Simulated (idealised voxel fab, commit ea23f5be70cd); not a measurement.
A process module follows: voxel transistor to metal.
The figure presents cross-section cut, which has a width of 295 nm and is divided into square cells with an edge length of 5 nm.
A cross-section in this document is a grid of square cells, and it is written down as bands, the top band listed before the ones below it; a band is made up of one or more rows of cells.
Look at the band entry: it leads with the top's height and the bottom's height in nm. Then it lists the materials left to right, with a width in nm for each. The word "everywhere" on a single material says that material fills the band edge to edge. The word "air" is empty space.
Heights from 0 (as-received wafer is one material below). Bottom band endless downward, as "from 0 down".
It should be noted that a width expressed as "30..40" varies in equal increments from row to row of cells within the band, taking the value of the first number at the top row and that of the second number at the bottom row.
Any step labelled "no change occurred" changed none of the cells in the cross-section.
This entry, "closed voids", enumerates those empty regions of no fewer than 8 cells that possess no open connection to the top. Each region is reported in the form width x height at distance, the distance being taken from the left edge, with all three quantities expressed in nm.
Where a step's line continues beyond its settings, the continuation is a remark by the simulator itself on that step.
Steps that use a mask can have "overlay nm" on their line. It says how far the mask sat to the right of where it was meant to be. Negative means to the left.
Before/after cross-section pairs, one process step each; after shown to lowest changed band; step and settings beneath. Pairs may be from different runs of this module on the same starting wafer; a pair continues from the one above only where its "Prior to processing" entry says so.
[Prior to processing]
* from 50 to 40 = 30 nm SiO2; 5 nm TiN; 20 nm W; 5 nm TiN; 35 nm SiO2; 5 nm TiN; 20 nm W; 5 nm TiN; 40 nm SiO2; 5 nm TiN; 20 nm W; 5 nm TiN; 35 nm SiO2; 5 nm TiN; 20 nm W; 5 nm TiN; 35 nm SiO2
* from 40 to 35 = 30 nm SiO2; 5 nm TiN; 10 nm W; 15 nm TiN; 35 nm SiO2; 15 nm TiN; 10 nm W; 5 nm TiN; 40 nm SiO2; 5 nm TiN; 10 nm W; 15 nm TiN; 35 nm SiO2; 15 nm TiN; 10 nm W; 5 nm TiN; 35 nm SiO2
* from 35 to 25 = 30 nm SiO2; 5 nm TiN; 10 nm W; 5 nm TiN; 10 nm SiN; 5 nm SiO2; 25 nm SiCN; 5 nm SiO2; 10 nm SiN; 5 nm TiN; 10 nm W; 5 nm TiN; 40 nm SiO2; 5 nm TiN; 10 nm W; 5 nm TiN; 10 nm SiN; 5 nm SiO2; 25 nm SiCN; 5 nm SiO2; 10 nm SiN; 5 nm TiN; 10 nm W; 5 nm TiN; 35 nm SiO2
* from 25 to 15 = 30 nm SiO2; 5 nm TiN; 10 nm W; 5 nm TiN; 10 nm SiN; 5 nm SiO2; 25 nm polySi; 5 nm SiO2; 10 nm SiN; 5 nm TiN; 10 nm W; 5 nm TiN; 40 nm SiO2; 5 nm TiN; 10 nm W; 5 nm TiN; 10 nm SiN; 5 nm SiO2; 25 nm polySi; 5 nm SiO2; 10 nm SiN; 5 nm TiN; 10 nm W; 5 nm TiN; 35 nm SiO2
* from 15 to 10 = 30 nm SiO2; 20 nm TiN; 10 nm SiN; 5 nm SiO2; 25 nm polySi; 5 nm SiO2; 10 nm SiN; 20 nm TiN; 40 nm SiO2; 20 nm TiN; 10 nm SiN; 5 nm SiO2; 25 nm polySi; 5 nm SiO2; 10 nm SiN; 20 nm TiN; 35 nm SiO2
* from 10 to 0 = 35 nm SiO2; 15 nm nSi; 10 nm SiN; 5 nm SiO2; 25 nm polySi; 5 nm SiO2; 10 nm SiN; 15 nm nSi; 50 nm SiO2; 15 nm nSi; 10 nm SiN; 5 nm SiO2; 25 nm polySi; 5 nm SiO2; 10 nm SiN; 15 nm nSi; 40 nm SiO2
* from 0 to -5 = 35 nm SiO2; 15 nm nSi; 55 nm SiO2; 15 nm nSi; 50 nm SiO2; 15 nm nSi; 55 nm SiO2; 15 nm nSi; 40 nm SiO2
* from -5 to -20 = 30 nm SiO2; 20 nm nSi; 55 nm Si; 20 nm nSi; 40 nm SiO2; 20 nm nSi; 55 nm Si; 20 nm nSi; 35 nm SiO2
* from -20 to -35 = 30 nm SiO2; 95 nm Si; 40 nm SiO2; 95 nm Si; 35 nm SiO2
* from -35 down = Si everywhere
* closed voids: none
[Cross-Section After Step]
* from 55 to 50 = TiN everywhere
* Below 50 it's all the same as before, nothing changed down there.
* closed voids: none
Which step turns the before cross-section above into the after cross-section? DIRECTIONAL_DEP, material TiN, thk nm 5
Prior to processing: look at the pair above, its after cross-section is where this step starts.
[Cross-Section After Step]
* from 75 to 55 = Ru everywhere
* Below 55 it's all the same as before, nothing changed down there.
* closed voids: none
Which step turns the before cross-section above into the after cross-section? DIRECTIONAL_DEP, material Ru, thk nm 20
Prior to processing: look at the pair above, its after cross-section is where this step starts.
[Cross-Section After Step]
* from 95 to 75 = 30 nm air; 20 nm resist; 55 nm air; 20 nm resist; 40 nm air; 20 nm resist; 55 nm air; 20 nm resist; 35 nm air
* Below 75 it's all the same as before, nothing changed down there.
* closed voids: none
Which step turns the before cross-section above into the after cross-section? PATTERN, tone cover, mask id METAL_1, material resist, width nm 20, thk nm 20, overlay nm 0
Prior to processing: look at the pair above, its after cross-section is where this step starts.
[Cross-Section After Step]
* from 95 to 75 = 30 nm air; 20 nm resist; 55 nm air; 20 nm resist; 40 nm air; 20 nm resist; 55 nm air; 20 nm resist; 35 nm air
* from 75 to 55 = 30 nm air; 20 nm Ru; 55 nm air; 20 nm Ru; 40 nm air; 20 nm Ru; 55 nm air; 20 nm Ru; 35 nm air
* Below 55 it's all the same as before, nothing changed down there.
* closed voids: none
Which step turns the before cross-section above into the after cross-section? DIRECTIONAL_ETCH, etch materials Ru, depth nm 20
Prior to processing: look at the pair above, its after cross-section is where this step starts.
[Cross-Section After Step]
* from 95 to 75 = 30 nm air; 20 nm resist; 55 nm air; 20 nm resist; 40 nm air; 20 nm resist; 55 nm air; 20 nm resist; 35 nm air
* from 75 to 55 = 30 nm air; 20 nm Ru; 55 nm air; 20 nm Ru; 40 nm air; 20 nm Ru; 55 nm air; 20 nm Ru; 35 nm air
* from 55 to 50 = 30 nm air; 20 nm TiN; 55 nm air; 20 nm TiN; 40 nm air; 20 nm TiN; 55 nm air; 20 nm TiN; 35 nm air
* Below 50 it's all the same as before, nothing changed down there.
* closed voids: none
Which step turns the before cross-section above into the after cross-section? DIRECTIONAL_ETCH, etch materials TiN, depth nm 5
Prior to processing: look at the pair above, its after cross-section is where this step starts.
[Cross-Section After Step]
* from 75 to 55 = 30 nm air; 20 nm Ru; 55 nm air; 20 nm Ru; 40 nm air; 20 nm Ru; 55 nm air; 20 nm Ru; 35 nm air
* Below 55 it's all the same as before, nothing changed down there.
* closed voids: none
Which step turns the before cross-section above into the after cross-section? STRIP, etch materials resist
Prior to processing: look at the pair above, its after cross-section is where this step starts.
[Cross-Section After Step]
* from 80 to 75 = 25 nm air; 30 nm SiN; 45 nm air; 30 nm SiN; 30 nm air; 30 nm SiN; 45 nm air; 30 nm SiN; 30 nm air
* from 75 to 55 = 25 nm air; 5 nm SiN; 20 nm Ru; 5 nm SiN; 45 nm air; 5 nm SiN; 20 nm Ru; 5 nm SiN; 30 nm air; 5 nm SiN; 20 nm Ru; 5 nm SiN; 45 nm air; 5 nm SiN; 20 nm Ru; 5 nm SiN; 30 nm air
* from 55 to 50 = 30 nm SiN; 20 nm TiN; 55 nm SiN; 20 nm TiN; 40 nm SiN; 20 nm TiN; 55 nm SiN; 20 nm TiN; 35 nm SiN
* Below 50 it's all the same as before, nothing changed down there.
* closed voids: none
Which step turns the before cross-section above into the after cross-section? CONFORMAL_DEP, material SiN, thk nm 5
Prior to processing: look at the pair above, its after cross-section is where this step starts.
[Cross-Section After Step]
* from 85 to 80 = lowk everywhere
* from 80 to 75 = 25 nm lowk; 30 nm SiN; 45 nm lowk; 30 nm SiN; 30 nm lowk; 30 nm SiN; 45 nm lowk; 30 nm SiN; 30 nm lowk
* from 75 to 55 = 25 nm lowk; 5 nm SiN; 20 nm Ru; 5 nm SiN; 45 nm lowk; 5 nm SiN; 20 nm Ru; 5 nm SiN; 30 nm lowk; 5 nm SiN; 20 nm Ru; 5 nm SiN; 45 nm lowk; 5 nm SiN; 20 nm Ru; 5 nm SiN; 30 nm lowk
* Below 55 it's all the same as before, nothing changed down there.
* closed voids: none
Which step turns the before cross-section above into the after cross-section? FILL_DEP, material lowk, thk nm 5
Prior to processing: look at the pair above, its after cross-section is where this step starts.
[Cross-Section After Step]
* from 75 to 55 = 25 nm lowk; 5 nm SiN; 20 nm Ru; 5 nm SiN; 45 nm lowk; 5 nm SiN; 20 nm Ru; 5 nm SiN; 30 nm lowk; 5 nm SiN; 20 nm Ru; 5 nm SiN; 45 nm lowk; 5 nm SiN; 20 nm Ru; 5 nm SiN; 30 nm lowk
* Below 55 it's all the same as before, nothing changed down there.
* closed voids: none
Which step turns the before cross-section above into the after cross-section? CMP, height nm 75
Prior to processing: look at the pair above, its after cross-section is where this step starts.
[Cross-Section After Step]
* from 80 to 75 = SiCN everywhere
* Below 75 it's all the same as before, nothing changed down there.
* closed voids: none
Which step turns the before cross-section above into the after cross-section? CONFORMAL_DEP, material SiCN, thk nm 5
Prior to processing: look at the pair above, its after cross-section is where this step starts.
[Cross-Section After Step]
* from 105 to 80 = lowk everywhere
* Below 80 it's all the same as before, nothing changed down there.
* closed voids: none
Which step turns the before cross-section above into the after cross-section? DIRECTIONAL_DEP, material lowk, thk nm 25
Prior to processing: look at the pair above, its after cross-section is where this step starts.
[Cross-Section After Step]
* from 120 to 105 = aC everywhere
* Below 105 it's all the same as before, nothing changed down there.
* closed voids: none
Which step turns the before cross-section above into the after cross-section? DIRECTIONAL_DEP, material aC, thk nm 15
Prior to processing: look at the pair above, its after cross-section is where this step starts.
[Cross-Section After Step]
* from 155 to 120 = 30 nm resist; 20 nm air; 115 nm resist; 20 nm air; 110 nm resist
* Below 120 it's all the same as before, nothing changed down there.
* closed voids: none
Which step turns the before cross-section above into the after cross-section? PATTERN, tone open, mask id METAL_2, material resist, width nm 20, pitch nm 135, thk nm 35, overlay nm 0
Prior to processing: look at the pair above, its after cross-section is where this step starts.
[Cross-Section After Step]
* from 140 to 120 = 30 nm resist; 20 nm air; 115 nm resist; 20 nm air; 110 nm resist
* from 120 to 105 = 30 nm aC; 20 nm air; 115 nm aC; 20 nm air; 110 nm aC
* Below 105 it's all the same as before, nothing changed down there.
* closed voids: none
Which step turns the before cross-section above into the after cross-section? DIRECTIONAL_ETCH, etch materials aC, depth nm 15
Prior to processing: look at the pair above, its after cross-section is where this step starts.
[Cross-Section After Step]
* from 120 to 105 = 30 nm aC; 20 nm air; 115 nm aC; 20 nm air; 110 nm aC
* Below 105 it's all the same as before, nothing changed down there.
* closed voids: none
Which step turns the before cross-section above into the after cross-section? STRIP, etch materials resist
Prior to processing: look at the pair above, its after cross-section is where this step starts.
[Cross-Section After Step]
* from 120 to 105 = 30 nm aC; 20 nm air; 115 nm aC; 20 nm air; 110 nm aC
* from 105 to 90 = 30 nm lowk; 20 nm air; 115 nm lowk; 20 nm air; 110 nm lowk
* Below 90 it's all the same as before, nothing changed down there.
* closed voids: none
Which step turns the before cross-section above into the after cross-section? DIRECTIONAL_ETCH, etch materials lowk, depth nm 15
Prior to processing: look at the pair above, its after cross-section is where this step starts.
[Cross-Section After Step]
* from 105 to 90 = 30 nm lowk; 20 nm air; 115 nm lowk; 20 nm air; 110 nm lowk
* Below 90 it's all the same as before, nothing changed down there.
* closed voids: none
Which step turns the before cross-section above into the after cross-section? STRIP, etch materials aC
Prior to processing: look at the pair above, its after cross-section is where this step starts.
[Cross-Section After Step]
* from 115 to 105 = 30 nm aC; 20 nm air; 115 nm aC; 20 nm air; 110 nm aC
* from 105 to 100 = 30 nm lowk; 20 nm air; 115 nm lowk; 20 nm air; 110 nm lowk
* from 100 to 90 = 30 nm lowk; 20 nm aC; 115 nm lowk; 20 nm aC; 110 nm lowk
* Below 90 it's all the same as before, nothing changed down there.
* closed voids: none
Which step turns the before cross-section above into the after cross-section? DIRECTIONAL_DEP, material aC, thk nm 10
Prior to processing: look at the pair above, its after cross-section is where this step starts.
[Cross-Section After Step]
* from 140 to 115 = 30 nm resist; 15 nm air; 120 nm resist; 15 nm air; 115 nm resist
* from 115 to 105 = 30 nm aC; 15 nm air; 5 nm resist; 115 nm aC; 15 nm air; 5 nm resist; 110 nm aC
* from 105 to 100 = 30 nm lowk; 15 nm air; 5 nm resist; 115 nm lowk; 15 nm air; 5 nm resist; 110 nm lowk
* Below 100 it's all the same as before, nothing changed down there.
* closed voids: none
Which step turns the before cross-section above into the after cross-section? PATTERN, tone open, mask id METAL_2_HOLES, material resist, width nm 15, pitch nm 135, thk nm 25, overlay nm 0
Prior to processing: look at the pair above, its after cross-section is where this step starts.
[Cross-Section After Step]
* from 130 to 115 = 30 nm resist; 15 nm air; 120 nm resist; 15 nm air; 115 nm resist
* from 115 to 105 = 30 nm aC; 15 nm air; 5 nm resist; 115 nm aC; 15 nm air; 5 nm resist; 110 nm aC
* from 105 to 100 = 30 nm lowk; 15 nm air; 5 nm resist; 115 nm lowk; 15 nm air; 5 nm resist; 110 nm lowk
* from 100 to 90 = 30 nm lowk; 15 nm air; 5 nm aC; 115 nm lowk; 15 nm air; 5 nm aC; 110 nm lowk
* Below 90 it's all the same as before, nothing changed down there.
* closed voids: none
Which step turns the before cross-section above into the after cross-section? DIRECTIONAL_ETCH, etch materials aC, depth nm 10
Prior to processing: look at the pair above, its after cross-section is where this step starts.
[Cross-Section After Step]
* from 115 to 105 = 30 nm aC; 20 nm air; 115 nm aC; 20 nm air; 110 nm aC
* from 105 to 100 = 30 nm lowk; 20 nm air; 115 nm lowk; 20 nm air; 110 nm lowk
* Below 100 it's all the same as before, nothing changed down there.
* closed voids: none
Which step turns the before cross-section above into the after cross-section? STRIP, etch materials resist
Prior to processing: look at the pair above, its after cross-section is where this step starts.
[Cross-Section After Step]
* from 115 to 105 = 30 nm aC; 20 nm air; 115 nm aC; 20 nm air; 110 nm aC
* from 105 to 100 = 30 nm lowk; 20 nm air; 115 nm lowk; 20 nm air; 110 nm lowk
* from 100 to 90 = 30 nm lowk; 15 nm air; 5 nm aC; 115 nm lowk; 15 nm air; 5 nm aC; 110 nm lowk
* from 90 to 80 = 30 nm lowk; 15 nm air; 120 nm lowk; 15 nm air; 115 nm lowk
* Below 80 it's all the same as before, nothing changed down there.
* closed voids: none
Which step turns the before cross-section above into the after cross-section? DIRECTIONAL_ETCH, etch materials lowk, depth nm 10
Prior to processing: look at the pair above, its after cross-section is where this step starts.
[Cross-Section After Step]
* from 115 to 105 = 30 nm aC; 20 nm air; 115 nm aC; 20 nm air; 110 nm aC
* from 105 to 100 = 30 nm lowk; 20 nm air; 115 nm lowk; 20 nm air; 110 nm lowk
* from 100 to 90 = 30 nm lowk; 15 nm air; 5 nm aC; 115 nm lowk; 15 nm air; 5 nm aC; 110 nm lowk
* from 90 to 80 = 30 nm lowk; 15 nm air; 120 nm lowk; 15 nm air; 115 nm lowk
* from 80 to 75 = 30 nm SiCN; 15 nm air; 120 nm SiCN; 15 nm air; 115 nm SiCN
* Below 75 it's all the same as before, nothing changed down there.
* closed voids: none
Which step turns the before cross-section above into the after cross-section? DIRECTIONAL_ETCH, etch materials SiCN, depth nm 5
Prior to processing: look at the pair above, its after cross-section is where this step starts.
[Cross-Section After Step]
* from 105 to 90 = 30 nm lowk; 20 nm air; 115 nm lowk; 20 nm air; 110 nm lowk
* Below 90 it's all the same as before, nothing changed down there.
* closed voids: none
Which step turns the before cross-section above into the after cross-section? STRIP, etch materials aC
Prior to processing: look at the pair above, its after cross-section is where this step starts.
[Cross-Section After Step]
* from 110 to 105 = 35 nm TiN; 10 nm air; 125 nm TiN; 10 nm air; 115 nm TiN
* from 105 to 95 = 30 nm lowk; 5 nm TiN; 10 nm air; 5 nm TiN; 115 nm lowk; 5 nm TiN; 10 nm air; 5 nm TiN; 110 nm lowk
* from 95 to 90 = 30 nm lowk; 5 nm TiN; 5 nm air; 10 nm TiN; 115 nm lowk; 5 nm TiN; 5 nm air; 10 nm TiN; 110 nm lowk
* from 90 to 80 = 30 nm lowk; 5 nm TiN; 5 nm air; 5 nm TiN; 120 nm lowk; 5 nm TiN; 5 nm air; 5 nm TiN; 115 nm lowk
* from 80 to 75 = 30 nm SiCN; 15 nm TiN; 120 nm SiCN; 15 nm TiN; 115 nm SiCN
* Below 75 it's all the same as before, nothing changed down there.
* closed voids: none
Which step turns the before cross-section above into the after cross-section? CONFORMAL_DEP, material TiN, thk nm 5
Prior to processing: look at the pair above, its after cross-section is where this step starts.
[Cross-Section After Step]
* from 115 to 110 = Cu everywhere
* from 110 to 105 = 35 nm TiN; 10 nm Cu; 125 nm TiN; 10 nm Cu; 115 nm TiN
* from 105 to 95 = 30 nm lowk; 5 nm TiN; 10 nm Cu; 5 nm TiN; 115 nm lowk; 5 nm TiN; 10 nm Cu; 5 nm TiN; 110 nm lowk
* from 95 to 90 = 30 nm lowk; 5 nm TiN; 5 nm Cu; 10 nm TiN; 115 nm lowk; 5 nm TiN; 5 nm Cu; 10 nm TiN; 110 nm lowk
* from 90 to 80 = 30 nm lowk; 5 nm TiN; 5 nm Cu; 5 nm TiN; 120 nm lowk; 5 nm TiN; 5 nm Cu; 5 nm TiN; 115 nm lowk
* Below 80 it's all the same as before, nothing changed down there.
* closed voids: none
Which step turns the before cross-section above into the after cross-section? FILL_DEP, material Cu, thk nm 5
Prior to processing: look at the pair above, its after cross-section is where this step starts.
[Cross-Section After Step]
* from 105 to 95 = 30 nm lowk; 5 nm TiN; 10 nm Cu; 5 nm TiN; 115 nm lowk; 5 nm TiN; 10 nm Cu; 5 nm TiN; 110 nm lowk
* Below 95 it's all the same as before, nothing changed down there.
* closed voids: none
Which step turns the before cross-section above into the after cross-section? CMP, height nm 105
Prior to processing: look at the pair above, its after cross-section is where this step starts.
[Cross-Section After Step]
* from 110 to 105 = SiCN everywhere
* Below 105 it's all the same as before, nothing changed down there.
* closed voids: none
Which step turns the before cross-section above into the after cross-section? CONFORMAL_DEP, material SiCN, thk nm 5
[Prior to processing]
* from 20 to 5 = 25 nm SiO2; 105 nm SiN; 30 nm SiO2; 105 nm SiN; 30 nm SiO2
* from 5 to 0 = SiO2 everywhere
* from 0 to -35 = 30 nm SiO2; 95 nm Si; 40 nm SiO2; 95 nm Si; 35 nm SiO2
* from -35 down = Si everywhere
* closed voids: none
[Cross-Section After Step]
* from 20 to 5 = 25 nm SiO2; 105 nm air; 30 nm SiO2; 105 nm air; 30 nm SiO2
* Below 5 it's all the same as before, nothing changed down there.
* closed voids: none
Which step turns the before cross-section above into the after cross-section? STRIP, etch materials SiN
Prior to processing: look at the pair above, its after cross-section is where this step starts.
[Cross-Section After Step]
* from 5 to 0 = 10 nm SiO2; 270 nm air; 15 nm SiO2
* from 0 to -10 = 10 nm SiO2; 20 nm air; 95 nm Si; 40 nm air; 95 nm Si; 20 nm air; 15 nm SiO2
* Below -10 it's all the same as before, nothing changed down there.
* closed voids: none
Which step turns the before cross-section above into the after cross-section? SELECTIVE_ETCH, etch materials SiO2, depth nm 15
Prior to processing: look at the pair above, its after cross-section is where this step starts.
[Cross-Section After Step]
* from 0 to -15 = 5 nm SiO2; 25 nm air; 95 nm Si; 40 nm air; 95 nm Si; 25 nm air; 10 nm SiO2
* Below -15 it's all the same as before, nothing changed down there.
* closed voids: none
Which step turns the before cross-section above into the after cross-section? SELECTIVE_ETCH, etch materials SiO2, depth nm 5
Prior to processing: look at the pair above, its after cross-section is where this step starts.
[Cross-Section After Step]
* from 0 to -5 = 5 nm SiO2; 25 nm air; 95 nm SiO2; 40 nm air; 95 nm SiO2; 25 nm air; 10 nm SiO2
* from -5 to -15 = 5 nm SiO2; 25 nm air; 5 nm SiO2; 85 nm Si; 5 nm SiO2; 40 nm air; 5 nm SiO2; 85 nm Si; 5 nm SiO2; 25 nm air; 10 nm SiO2
* from -15 to -20 = 35 nm SiO2; 85 nm Si; 50 nm SiO2; 85 nm Si; 40 nm SiO2
* Below -20 it's all the same as before, nothing changed down there.
* closed voids: none
Which step turns the before cross-section above into the after cross-section? OXIDIZE, depth nm 5
Prior to processing: look at the pair above, its after cross-section is where this step starts.
[Cross-Section After Step]
* from 25 to 10 = 5 nm polySi; 25 nm air; 95 nm polySi; 40 nm air; 95 nm polySi; 25 nm air; 10 nm polySi
* from 10 to 0 = polySi everywhere
* from 0 to -5 = 5 nm SiO2; 25 nm polySi; 95 nm SiO2; 40 nm polySi; 95 nm SiO2; 25 nm polySi; 10 nm SiO2
* from -5 to -15 = 5 nm SiO2; 25 nm polySi; 5 nm SiO2; 85 nm Si; 5 nm SiO2; 40 nm polySi; 5 nm SiO2; 85 nm Si; 5 nm SiO2; 25 nm polySi; 10 nm SiO2
* Below -15 it's all the same as before, nothing changed down there.
* closed voids: none
Which step turns the before cross-section above into the after cross-section? DIRECTIONAL_DEP, material polySi, thk nm 25
Prior to processing: look at the pair above, its after cross-section is where this step starts.
[Cross-Section After Step]
* from 35 to 25 = 5 nm SiCN; 25 nm air; 95 nm SiCN; 40 nm air; 95 nm SiCN; 25 nm air; 10 nm SiCN
* from 25 to 20 = 5 nm polySi; 25 nm air; 95 nm polySi; 40 nm air; 95 nm polySi; 25 nm air; 10 nm polySi
* from 20 to 10 = 5 nm polySi; 25 nm SiCN; 95 nm polySi; 40 nm SiCN; 95 nm polySi; 25 nm SiCN; 10 nm polySi
* Below 10 it's all the same as before, nothing changed down there.
* closed voids: none
Which step turns the before cross-section above into the after cross-section? DIRECTIONAL_DEP, material SiCN, thk nm 10
Prior to processing: look at the pair above, its after cross-section is where this step starts.
[Cross-Section After Step]
* from 35 to 25 = 65 nm air; 25 nm SiCN; 110 nm air; 25 nm SiCN; 70 nm air
* from 25 to 10 = 5 nm polySi; 25 nm air; 95 nm polySi; 40 nm air; 95 nm polySi; 25 nm air; 10 nm polySi
* Below 10 it's all the same as before, nothing changed down there.
* closed voids: none
Which step turns the before cross-section above into the after cross-section? MASKED_ETCH, tone cover, mask id GATE, width nm 25, pitch nm 135, etch materials SiCN, depth nm 20, overlay nm 0
Prior to processing: look at the pair above, its after cross-section is where this step starts.
[Cross-Section After Step]
* from 35 to 25 = 65 nm air; 25 nm SiCN; 110 nm air; 25 nm SiCN; 70 nm air
* from 25 to 0 = 65 nm air; 25 nm polySi; 110 nm air; 25 nm polySi; 70 nm air
* from 0 to -5 = 5 nm SiO2; 25 nm air; 95 nm SiO2; 40 nm air; 95 nm SiO2; 25 nm air; 10 nm SiO2
* from -5 to -15 = 5 nm SiO2; 25 nm air; 5 nm SiO2; 85 nm Si; 5 nm SiO2; 40 nm air; 5 nm SiO2; 85 nm Si; 5 nm SiO2; 25 nm air; 10 nm SiO2
* Below -15 it's all the same as before, nothing changed down there.
* closed voids: none
Which step turns the before cross-section above into the after cross-section? MASKED_ETCH, tone cover, mask id GATE, width nm 25, pitch nm 135, etch materials polySi, depth nm 35, overlay nm 0
Prior to processing: look at the pair above, its after cross-section is where this step starts.
[Cross-Section After Step]
* from 40 to 35 = 60 nm air; 35 nm SiO2; 100 nm air; 35 nm SiO2; 65 nm air
* from 35 to 25 = 60 nm air; 5 nm SiO2; 25 nm SiCN; 5 nm SiO2; 100 nm air; 5 nm SiO2; 25 nm SiCN; 5 nm SiO2; 65 nm air
* from 25 to 5 = 60 nm air; 5 nm SiO2; 25 nm polySi; 5 nm SiO2; 100 nm air; 5 nm SiO2; 25 nm polySi; 5 nm SiO2; 65 nm air
* from 5 to 0 = 10 nm SiO2; 15 nm air; 40 nm SiO2; 25 nm polySi; 40 nm SiO2; 30 nm air; 40 nm SiO2; 25 nm polySi; 40 nm SiO2; 15 nm air; 15 nm SiO2
* from 0 to -5 = 10 nm SiO2; 15 nm air; 105 nm SiO2; 30 nm air; 105 nm SiO2; 15 nm air; 15 nm SiO2
* from -5 to -10 = 10 nm SiO2; 15 nm air; 10 nm SiO2; 85 nm Si; 10 nm SiO2; 30 nm air; 10 nm SiO2; 85 nm Si; 10 nm SiO2; 15 nm air; 15 nm SiO2
* from -10 to -20 = 35 nm SiO2; 85 nm Si; 50 nm SiO2; 85 nm Si; 40 nm SiO2
* Below -20 it's all the same as before, nothing changed down there.
* closed voids: none
Which step turns the before cross-section above into the after cross-section? CONFORMAL_DEP, material SiO2, thk nm 5
Prior to processing: look at the pair above, its after cross-section is where this step starts.
[Cross-Section After Step]
* from 35 to 25 = 60 nm air; 5 nm SiO2; 25 nm SiCN; 5 nm SiO2; 100 nm air; 5 nm SiO2; 25 nm SiCN; 5 nm SiO2; 65 nm air
* from 25 to 0 = 60 nm air; 5 nm SiO2; 25 nm polySi; 5 nm SiO2; 100 nm air; 5 nm SiO2; 25 nm polySi; 5 nm SiO2; 65 nm air
* from 0 to -5 = 10 nm SiO2; 15 nm air; 105 nm SiO2; 30 nm air; 105 nm SiO2; 15 nm air; 15 nm SiO2
* from -5 to -15 = 10 nm SiO2; 15 nm air; 10 nm SiO2; 85 nm Si; 10 nm SiO2; 30 nm air; 10 nm SiO2; 85 nm Si; 10 nm SiO2; 15 nm air; 15 nm SiO2
* Below -15 it's all the same as before, nothing changed down there.
* closed voids: none
Which step turns the before cross-section above into the after cross-section? DIRECTIONAL_ETCH, etch materials SiO2, depth nm 5
Prior to processing: look at the pair above, its after cross-section is where this step starts.
[Cross-Section After Step]
* from 45 to 35 = 50 nm air; 55 nm SiN; 80 nm air; 55 nm SiN; 55 nm air
* from 35 to 25 = 50 nm air; 10 nm SiN; 5 nm SiO2; 25 nm SiCN; 5 nm SiO2; 10 nm SiN; 80 nm air; 10 nm SiN; 5 nm SiO2; 25 nm SiCN; 5 nm SiO2; 10 nm SiN; 55 nm air
* from 25 to 10 = 50 nm air; 10 nm SiN; 5 nm SiO2; 25 nm polySi; 5 nm SiO2; 10 nm SiN; 80 nm air; 10 nm SiN; 5 nm SiO2; 25 nm polySi; 5 nm SiO2; 10 nm SiN; 55 nm air
* from 10 to 0 = 60 nm SiN; 5 nm SiO2; 25 nm polySi; 5 nm SiO2; 45 nm SiN; 10 nm air; 45 nm SiN; 5 nm SiO2; 25 nm polySi; 5 nm SiO2; 65 nm SiN
* from 0 to -5 = 10 nm SiO2; 15 nm SiN; 105 nm SiO2; 10 nm SiN; 10 nm air; 10 nm SiN; 105 nm SiO2; 15 nm SiN; 15 nm SiO2
* from -5 to -15 = 10 nm SiO2; 15 nm SiN; 10 nm SiO2; 85 nm Si; 10 nm SiO2; 30 nm SiN; 10 nm SiO2; 85 nm Si; 10 nm SiO2; 15 nm SiN; 15 nm SiO2
* Below -15 it's all the same as before, nothing changed down there.
* closed voids: none
Which step turns the before cross-section above into the after cross-section? CONFORMAL_DEP, material SiN, thk nm 10
Prior to processing: look at the pair above, its after cross-section is where this step starts.
[Cross-Section After Step]
* from 35 to 25 = 50 nm air; 10 nm SiN; 5 nm SiO2; 25 nm SiCN; 5 nm SiO2; 10 nm SiN; 80 nm air; 10 nm SiN; 5 nm SiO2; 25 nm SiCN; 5 nm SiO2; 10 nm SiN; 55 nm air
* from 25 to 0 = 50 nm air; 10 nm SiN; 5 nm SiO2; 25 nm polySi; 5 nm SiO2; 10 nm SiN; 80 nm air; 10 nm SiN; 5 nm SiO2; 25 nm polySi; 5 nm SiO2; 10 nm SiN; 55 nm air
* from 0 to -5 = 10 nm SiO2; 15 nm SiN; 105 nm SiO2; 10 nm SiN; 10 nm air; 10 nm SiN; 105 nm SiO2; 15 nm SiN; 15 nm SiO2
* from -5 to -15 = 10 nm SiO2; 15 nm SiN; 10 nm SiO2; 85 nm Si; 10 nm SiO2; 10 nm SiN; 10 nm air; 10 nm SiN; 10 nm SiO2; 85 nm Si; 10 nm SiO2; 15 nm SiN; 15 nm SiO2
* Below -15 it's all the same as before, nothing changed down there.
* closed voids: none
Which step turns the before cross-section above into the after cross-section? DIRECTIONAL_ETCH, etch materials SiN, depth nm 10
Prior to processing: look at the pair above, its after cross-section is where this step starts.
[Cross-Section After Step]
* from 35 to 30 = 50 nm air; 10 nm SiN; 5 nm air; 25 nm SiCN; 5 nm air; 10 nm SiN; 80 nm air; 10 nm SiN; 5 nm air; 25 nm SiCN; 5 nm air; 10 nm SiN; 55 nm air
* from 30 to 25 = 50 nm air; 10 nm SiN; 5 nm SiO2; 25 nm SiCN; 5 nm SiO2; 10 nm SiN; 80 nm air; 10 nm SiN; 5 nm SiO2; 25 nm SiCN; 5 nm SiO2; 10 nm SiN; 55 nm air
* from 25 to 0 = 50 nm air; 10 nm SiN; 5 nm SiO2; 25 nm polySi; 5 nm SiO2; 10 nm SiN; 80 nm air; 10 nm SiN; 5 nm SiO2; 25 nm polySi; 5 nm SiO2; 10 nm SiN; 55 nm air
* from 0 to -5 = 10 nm air; 15 nm SiN; 25 nm air; 55 nm SiO2; 25 nm air; 10 nm SiN; 10 nm air; 10 nm SiN; 25 nm air; 55 nm SiO2; 25 nm air; 15 nm SiN; 15 nm air
* from -5 to -15 = 10 nm SiO2; 15 nm SiN; 10 nm SiO2; 85 nm Si; 10 nm SiO2; 10 nm SiN; 10 nm air; 10 nm SiN; 10 nm SiO2; 85 nm Si; 10 nm SiO2; 15 nm SiN; 15 nm SiO2
* from -15 to -20 = 35 nm SiO2; 85 nm Si; 20 nm SiO2; 10 nm air; 20 nm SiO2; 85 nm Si; 40 nm SiO2
* Below -20 it's all the same as before, nothing changed down there.
* closed voids: none
Which step turns the before cross-section above into the after cross-section? DIRECTIONAL_ETCH, etch materials SiO2, depth nm 5
